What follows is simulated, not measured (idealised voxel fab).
A process module follows: voxel self aligned contacts.
Square cell edge 5 nm, section width 210 nm, ID cut.
Format of a cross-section: grid, square cells. Given as bands. Order: top down. Band: one or more rows of cells. Within each band entry, the heights of the top and of the bottom of the band appear first, in that order and in nm; the materials of the band then follow from left to right, each with its corresponding width in nm. The designation "throughout" on a single material indicates that it fills the band from edge to edge; the designation "air" indicates empty space. Basically, 0 is our baseline, since under it the wafer straight out of the box is all one material. The bottom band has no lower end and keeps on going down, so it looks like "0 nm and below". You'd read "30..40" like this: the band's top row of cells is as wide as the first number, its bottom row is as wide as the second, and going down, every row changes width by the same amount as the row before did. Basically "no modifications" means that step didn't change any cell in the cross-section. Look at "Enclosed void entries" for the closed voids: empty spaces with no open path to the top, sized 8 cells or up. Each is width x height at distance, distance from the left edge, all nm. It should be noted that, on the line of a given step, the content following the step's settings is a remark produced by the simulator itself with respect to that step. "overlay nm", when on a step's line for a step with a mask, measures how far to the right of its planned place the mask lay; a negative measure means to the left.
## Planned process steps
| 1 | RECEIVE | material Si |
| 2 | CONFORMAL_DEP | material SiO2 | thk nm 5 |
| 3 | DIRECTIONAL_DEP | material polySi | thk nm 20 |
| 4 | DIRECTIONAL_DEP | material SiN | thk nm 15 |
| 5 | DIRECTIONAL_DEP | material aC | thk nm 10 |
| 6 | PATTERN | tone cover | mask id GATE | material resist | width nm 35 | pitch nm 60 | thk nm 25 | overlay nm 0 |
| 7 | DIRECTIONAL_ETCH | etch materials aC | depth nm 10 |
| 8 | STRIP | etch materials resist |
| 9 | DIRECTIONAL_ETCH | etch materials SiN | depth nm 15 |
| 10 | DIRECTIONAL_ETCH | etch materials polySi | depth nm 20 |
| 11 | STRIP | etch materials aC |
| 12 | CONFORMAL_DEP | material SiN | thk nm 5 |
| 13 | DIRECTIONAL_ETCH | etch materials SiN | depth nm 5 |
| 14 | FILL_DEP | material SiO2 | thk nm 10 |
| 15 | CMP | height nm 45 |
| 16 | PATTERN | tone open | mask id CONTACT | material resist | width nm 35 | thk nm 15 | overlay nm 0 |
| 17 | DIRECTIONAL_ETCH | etch materials SiO2 | depth nm 45 |
| 18 | STRIP | etch materials resist |
| 19 | CONFORMAL_DEP | material TiN | thk nm 5 |
| 20 | FILL_DEP | material W | thk nm 10 |
| 21 | CMP | height nm 45 |
| 22 | CONFORMAL_DEP | material SiCN | thk nm 5 |
## Account of the first of two wafers, which was processed as intended
## Wafer as received: cross-section following step 1
0 nm and below | Si throughout
Enclosed void entries: none
## Cross-section through the wafer, step 2 finished
5 nm to 0 nm | SiO2 throughout
All layers under 0 are left as they were.
## Cross-section through the wafer, step 3 finished
25 nm to 5 nm | polySi throughout
All layers under 5 are left as they were.
## Cross-section through the wafer, step 4 finished
40 nm to 25 nm | SiN throughout
All layers under 25 are left as they were.
## Cross-section through the wafer, step 5 finished
50 nm to 40 nm | aC throughout
All layers under 40 are left as they were.
## Cross-section through the wafer, step 6 finished
75 nm to 50 nm | 55 air  35 resist  25 air  35 resist  60 air
All layers under 50 are left as they were.
## Cross-section through the wafer, step 7 finished
65 nm to 50 nm | 55 air  35 resist  25 air  35 resist  60 air
50 nm to 40 nm | 55 air  35 aC  25 air  35 aC  60 air
All layers under 40 are left as they were.
## Cross-section through the wafer, step 8 finished
50 nm to 40 nm | 55 air  35 aC  25 air  35 aC  60 air
All layers under 40 are left as they were.
## Cross-section through the wafer, step 9 finished
50 nm to 40 nm | 55 air  35 aC  25 air  35 aC  60 air
40 nm to 25 nm | 55 air  35 SiN  25 air  35 SiN  60 air
All layers under 25 are left as they were.
## Cross-section through the wafer, step 10 finished
50 nm to 40 nm | 55 air  35 aC  25 air  35 aC  60 air
40 nm to 25 nm | 55 air  35 SiN  25 air  35 SiN  60 air
25 nm to 5 nm | 55 air  35 polySi  25 air  35 polySi  60 air
All layers under 5 are left as they were.
## Cross-section through the wafer, step 11 finished
40 nm to 25 nm | 55 air  35 SiN  25 air  35 SiN  60 air
All layers under 25 are left as they were.
## Cross-section through the wafer, step 12 finished
45 nm to 25 nm | 50 air  45 SiN  15 air  45 SiN  55 air
25 nm to 10 nm | 50 air  5 SiN  35 polySi  5 SiN  15 air  5 SiN  35 polySi  5 SiN  55 air
10 nm to 5 nm | 55 SiN  35 polySi  25 SiN  35 polySi  60 SiN
All layers under 5 are left as they were.
## Cross-section through the wafer, step 13 finished
40 nm to 25 nm | 50 air  45 SiN  15 air  45 SiN  55 air
25 nm to 5 nm | 50 air  5 SiN  35 polySi  5 SiN  15 air  5 SiN  35 polySi  5 SiN  55 air
All layers under 5 are left as they were.
## Cross-section through the wafer, step 14 finished
50 nm to 40 nm | SiO2 throughout
40 nm to 25 nm | 50 SiO2  45 SiN  15 SiO2  45 SiN  55 SiO2
25 nm to 5 nm | 50 SiO2  5 SiN  35 polySi  5 SiN  15 SiO2  5 SiN  35 polySi  5 SiN  55 SiO2
All layers under 5 are left as they were.
## Cross-section through the wafer, step 15 finished
45 nm to 40 nm | SiO2 throughout
All layers under 40 are left as they were.
## Cross-section through the wafer, step 16 finished
60 nm to 45 nm | 85 resist  35 air  90 resist
All layers under 45 are left as they were.
## Cross-section through the wafer, step 17 finished
60 nm to 45 nm | 85 resist  35 air  90 resist
45 nm to 40 nm | 85 SiO2  35 air  90 SiO2
40 nm to 25 nm | 50 SiO2  45 SiN  15 air  45 SiN  55 SiO2
25 nm to 5 nm | 50 SiO2  5 SiN  35 polySi  5 SiN  15 air  5 SiN  35 polySi  5 SiN  55 SiO2
5 nm to 0 nm | 95 SiO2  15 air  100 SiO2
All layers under 0 are left as they were.
## Cross-section through the wafer, step 18 finished
45 nm to 40 nm | 85 SiO2  35 air  90 SiO2
All layers under 40 are left as they were.
## Cross-section through the wafer, step 19 finished
50 nm to 45 nm | 90 TiN  25 air  95 TiN
45 nm to 40 nm | 85 SiO2  15 TiN  5 air  15 TiN  90 SiO2
40 nm to 25 nm | 50 SiO2  45 SiN  5 TiN  5 air  5 TiN  45 SiN  55 SiO2
25 nm to 5 nm | 50 SiO2  5 SiN  35 polySi  5 SiN  5 TiN  5 air  5 TiN  5 SiN  35 polySi  5 SiN  55 SiO2
5 nm to 0 nm | 95 SiO2  15 TiN  100 SiO2
All layers under 0 are left as they were.
## Cross-section through the wafer, step 20 finished
60 nm to 50 nm | W throughout
50 nm to 45 nm | 90 TiN  25 W  95 TiN
45 nm to 40 nm | 85 SiO2  15 TiN  5 W  15 TiN  90 SiO2
40 nm to 25 nm | 50 SiO2  45 SiN  5 TiN  5 W  5 TiN  45 SiN  55 SiO2
25 nm to 5 nm | 50 SiO2  5 SiN  35 polySi  5 SiN  5 TiN  5 W  5 TiN  5 SiN  35 polySi  5 SiN  55 SiO2
All layers under 5 are left as they were.
## Cross-section through the wafer, step 21 finished
45 nm to 40 nm | 85 SiO2  15 TiN  5 W  15 TiN  90 SiO2
All layers under 40 are left as they were.
## Cross-section through the wafer, step 22 finished
50 nm to 45 nm | SiCN throughout
All layers under 45 are left as they were.
## Second wafer, same starting conditions and recipe as the first, one mistake in executing it, nothing differs from the first up to and including step 20
Second wafer, section view, time point: scheduled end of step 21: no modifications
## Second wafer, section view, time point: scheduled end of step 22
65 nm to 60 nm | SiCN throughout
All layers under 60 are left as they were.
What was done differently from what was planned? the run left out plan step 21 entirely, so it was never executed
Final cells, second wafer relative to first, materials higher or lower: 37 more of TiN; 89 more of W
